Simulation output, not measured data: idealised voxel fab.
Process module under the name voxel self aligned vias
Section cut is 280 nm wide and gridded with 5 nm square cells.
Each cross-section below is a grid of square cells, stated as bands in top-down order, with one or more rows of cells making up each band.
Per band: top height and bottom height in nm, followed by the left-to-right materials and their widths in nm; "full width" marks a single material spanning edge to edge, "empty" marks empty space.
Convention: height 0 is the level below which the wafer, as received, is all one material. The lowest band does not terminate at the bottom but continues downward, represented as "0..down".
Note: "30..40" means the width goes from the first number (top row of the band) to the second number (bottom row) in equal steps per row of cells.
Reading "remained unchanged" for a step: not a cell of the cross-section changed in it.
Basically, "Sealed void inventory" tells you about the enclosed voids: empty spaces with no open way to the top, 8 cells or bigger, each written width x height at distance, where distance is from the left edge, all in nm.
On a step's line, text after the settings is the simulator commenting on that step.
Steps that use a mask can have "overlay nm" on their line. It says how far the mask sat to the right of where it was meant to be. Negative means to the left.

List of planned process steps:
| 1 | RECEIVE,material Si |
| 2 | CONFORMAL_DEP,material SiO2,thk nm 10 |
| 3 | CONFORMAL_DEP,material SiCN,thk nm 5 |
| 4 | DIRECTIONAL_DEP,material lowk,thk nm 20 |
| 5 | MASKED_ETCH,tone open,mask id LINES,width nm 20,pitch nm 65,etch materials lowk,depth nm 20,overlay nm 0 |
| 6 | CONFORMAL_DEP,material TiN,thk nm 5 |
| 7 | FILL_DEP,material W,thk nm 10 |
| 8 | CMP,height nm 35 |
| 9 | SELECTIVE_ETCH,etch materials W Ru TiN,depth nm 5 |
| 10 | FILL_DEP,material SiN,thk nm 10 |
| 11 | CMP,height nm 35 |
| 12 | DIRECTIONAL_DEP,material lowk,thk nm 20 |
| 13 | PATTERN,tone open,mask id VIAS,material resist,width nm 40,thk nm 15,overlay nm 0 |
| 14 | DIRECTIONAL_ETCH,etch materials lowk,depth nm 20 |
| 15 | DIRECTIONAL_ETCH,etch materials SiN,depth nm 5 |
| 16 | STRIP,etch materials resist |
| 17 | CONFORMAL_DEP,material TiN,thk nm 5 |
| 18 | FILL_DEP,material Ru,thk nm 5 |
| 19 | CMP,height nm 55 |
| 20 | CONFORMAL_DEP,material SiN,thk nm 5 |

Incoming wafer in cross-section (state: after step 1):
  0..down = Si full width
  Sealed void inventory: none

Looking at the first of two wafers in cross-section at end of module - ran to plan:
  60..55 = SiN full width
  55..40 = lowk=85; TiN=5; Ru=30; TiN=5; lowk=155
  40..35 = lowk=85; TiN=15; Ru=10; TiN=15; lowk=155
  35..30 = lowk=95; TiN=20; lowk=45; SiN=20; lowk=100
  30..20 = lowk=95; TiN=5; W=10; TiN=5; lowk=45; TiN=5; W=10; TiN=5; lowk=100
  20..15 = lowk=95; TiN=20; lowk=45; TiN=20; lowk=100
  15..10 = SiCN full width
  10..0 = SiO2 full width
  0..down = Si full width
  Sealed void inventory: none

Cross-sectional view: second of two wafers, end of module; start and plan identical to the first, one mistake in running:
  60..55 = SiN full width
  55..40 = lowk=95; TiN=5; Ru=30; TiN=5; lowk=145
  40..35 = lowk=95; TiN=5; Ru=10; TiN=25; lowk=145
  35..30 = lowk=95; TiN=20; lowk=45; SiN=20; lowk=100
  30..20 = lowk=95; TiN=5; W=10; TiN=5; lowk=45; TiN=5; W=10; TiN=5; lowk=100
  20..15 = lowk=95; TiN=20; lowk=45; TiN=20; lowk=100
  15..10 = SiCN full width
  10..0 = SiO2 full width
  0..down = Si full width
  Sealed void inventory: none
What went wrong in running the wafer? not per plan at step 13, really ran PATTERN,tone open,mask id VIAS,material resist,width nm 40,thk nm 15,overlay nm 10
Matching per-material cell counts, mismatched positions: that is how the second wafer compares with the first at the end.
